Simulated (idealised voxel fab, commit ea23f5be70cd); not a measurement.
Documented hereafter: the process module known as voxel trench capacitor.
Cross-section cut: width 260 nm, square cells of 5 nm.
A cross-section in this document is a grid of square cells, and it is written down as bands, the top band listed before the ones below it; a band is made up of one or more rows of cells. The entry gives the band's vertical extent as a top height and a bottom height in nm, then its horizontal make-up as materials from left to right, each with a width in nm. "air" stands for empty space; a single material marked "edge to edge" fills the band edge to edge. Height datum 0, below which the as-received substrate wafer is one material. Lowest band open at the bottom, running downward: "top 0, no bottom". The two numbers in a width such as "30..40" mark its ends across the band: the first belongs to the top row of cells, the second to the bottom row, and from each row to the next the width moves by the same amount. When a step is marked "nothing altered", none of the cells in the cross-section changed during that step. Enclosed voids (no open way to top), threshold 8 cells or more, entry "Closed internal voids", notation width x height at distance, distance from left edge, nm. On each step's line, the part that comes after the settings is the simulator's own comment on the step. "overlay nm" denotes, for a step that has a mask, the displacement of the mask to the right of its planned place, with negative values corresponding to the left.
**Planned process steps**
1: RECEIVE with material Si
2: CONFORMAL_DEP with material SiN, thk nm 5
3: MASKED_ETCH with tone open, mask id TRENCH, width nm 15, pitch nm 40, etch materials SiN, depth nm 5, overlay nm 0
4: MASKED_ETCH with tone open, mask id TRENCH, width nm 15, pitch nm 40, etch materials Si, depth nm 40, overlay nm 0
5: CONFORMAL_DEP with material Al2O3, thk nm 5
6: FILL_DEP with material polySi, thk nm 5
7: CMP with height nm 5
**Delivered wafer in cross-section: state after step 1**
  top 0, no bottom: Si edge to edge
  Closed internal voids: none
**Run as planned - first of the two wafers cross-sectioned at the end of the module**
  top 5, bottom 0: 100 SiN, then 5 Al2O3, then 5 polySi, then 5 Al2O3, then 25 SiN, then 5 Al2O3, then 5 polySi, then 5 Al2O3, then 105 SiN
  top 0, bottom -35: 100 Si, then 5 Al2O3, then 5 polySi, then 5 Al2O3, then 25 Si, then 5 Al2O3, then 5 polySi, then 5 Al2O3, then 105 Si
  top -35, bottom -40: 100 Si, then 15 Al2O3, then 25 Si, then 15 Al2O3, then 105 Si
  top -40, no bottom: Si edge to edge
  Closed internal voids: none
**Wafer two (of two), end-of-module cross-section: start = wafer one, plan = wafer one, one run mistake**
  top 5, bottom 0: 100 Al2O3, then 15 SiN, then 25 Al2O3, then 15 SiN, then 105 Al2O3
  top 0, no bottom: Si edge to edge
  Closed internal voids: none
Nonconformance to the process plan: step 3 ran as: MASKED_ETCH with tone cover, mask id TRENCH, width nm 15, pitch nm 40, etch materials SiN, depth nm 5, overlay nm 0
Cell-count delta at end, second wafer over first, by material: Al2O3 +8 | Si +48 | SiN -40 | polySi -16
